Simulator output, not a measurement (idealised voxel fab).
A process module follows: voxel self aligned vias.
The figure presents cross-section cut, which has a width of 170 nm and is divided into square cells with an edge length of 5 nm.
A cross-section in this document is a grid of square cells, and it is written down as bands, the top band listed before the ones below it; a band is made up of one or more rows of cells. Basically the band line says how high the top is and how high the bottom is, in nm, and then what's in it from left to right, every material with its width in nm. Empty space shows up as "air", and if a single material carries "all across" it runs the full band edge to edge. Where do heights start? At 0: under that level the wafer as delivered is made of one material only. And the lowest band has no floor; it just carries on downward, as in "0 and below". Width spec "30 to 40" -> top row of cells at first value, bottom row at second value, equal per-row change in between. The designation "left unchanged", where it is given for a processing step, indicates that no cell of the cross-section was altered in the course of that step. The list in "Closed void register" covers empty spaces of 8 cells or more that cannot reach the top through any open way, and it gives each as width x height at distance; the distance is from the left edge, and width, height and distance are in nm. after a step's settings: what the simulator itself notes on the step. "overlay nm" denotes, for a step that has a mask, the displacement of the mask to the right of its planned place, with negative values corresponding to the left.
### Below is the list of planned process steps
step 1: RECEIVE,material Si
step 2: CONFORMAL_DEP,material SiO2,thk nm 15
step 3: CONFORMAL_DEP,material SiCN,thk nm 5
step 4: DIRECTIONAL_DEP,material lowk,thk nm 20
step 5: PATTERN,tone open,mask id LINES,material resist,width nm 20,pitch nm 55,thk nm 20,overlay nm 0
step 6: DIRECTIONAL_ETCH,etch materials lowk,depth nm 20
step 7: STRIP,etch materials resist
step 8: CONFORMAL_DEP,material TiN,thk nm 5
step 9: FILL_DEP,material Ru,thk nm 5
step 10: CMP,height nm 40
step 11: SELECTIVE_ETCH,etch materials W Ru TiN,depth nm 10
step 12: FILL_DEP,material SiN,thk nm 10
step 13: CMP,height nm 40
step 14: DIRECTIONAL_DEP,material lowk,thk nm 20
step 15: MASKED_ETCH,tone open,mask id VIAS,width nm 30,pitch nm 110,etch materials lowk,depth nm 20,overlay nm 0
step 16: MASKED_ETCH,tone open,mask id VIAS,width nm 30,pitch nm 110,etch materials SiN,depth nm 10,overlay nm 0
step 17: CONFORMAL_DEP,material TiN,thk nm 5
step 18: FILL_DEP,material Ru,thk nm 10
step 19: CMP,height nm 60
step 20: CONFORMAL_DEP,material SiN,thk nm 5
### Wafer cross-section on receipt, i.e. after step 1
- 0 and below = Si all across
- Closed void register: none
### Here's the wafer cut in cross-section after the module, started and planned just like above, except one thing was done wrong in the run
- 65 down to 60 = SiN all across
- 60 down to 40 = 15 of lowk  5 of TiN  20 of Ru  5 of TiN  80 of lowk  5 of TiN  20 of Ru  5 of TiN  15 of lowk
- 40 down to 35 = 15 of SiN  10 of TiN  10 of Ru  10 of TiN  80 of SiN  10 of TiN  10 of Ru  10 of TiN  15 of SiN
- 35 down to 30 = 20 of lowk  20 of TiN  35 of lowk  20 of SiN  35 of lowk  20 of TiN  20 of lowk
- 30 down to 20 = 20 of lowk  5 of TiN  10 of Ru  5 of TiN  35 of lowk  5 of TiN  10 of Ru  5 of TiN  35 of lowk  5 of TiN  10 of Ru  5 of TiN  20 of lowk
- 20 down to 15 = 20 of lowk  20 of TiN  35 of lowk  20 of TiN  35 of lowk  20 of TiN  20 of lowk
- 15 down to 10 = SiCN all across
- 10 down to 0 = SiO2 all across
- 0 and below = Si all across
- Closed void register: none
what went wrong: off-plan run, step 2, actual operation and settings CONFORMAL_DEP,material SiO2,thk nm 10
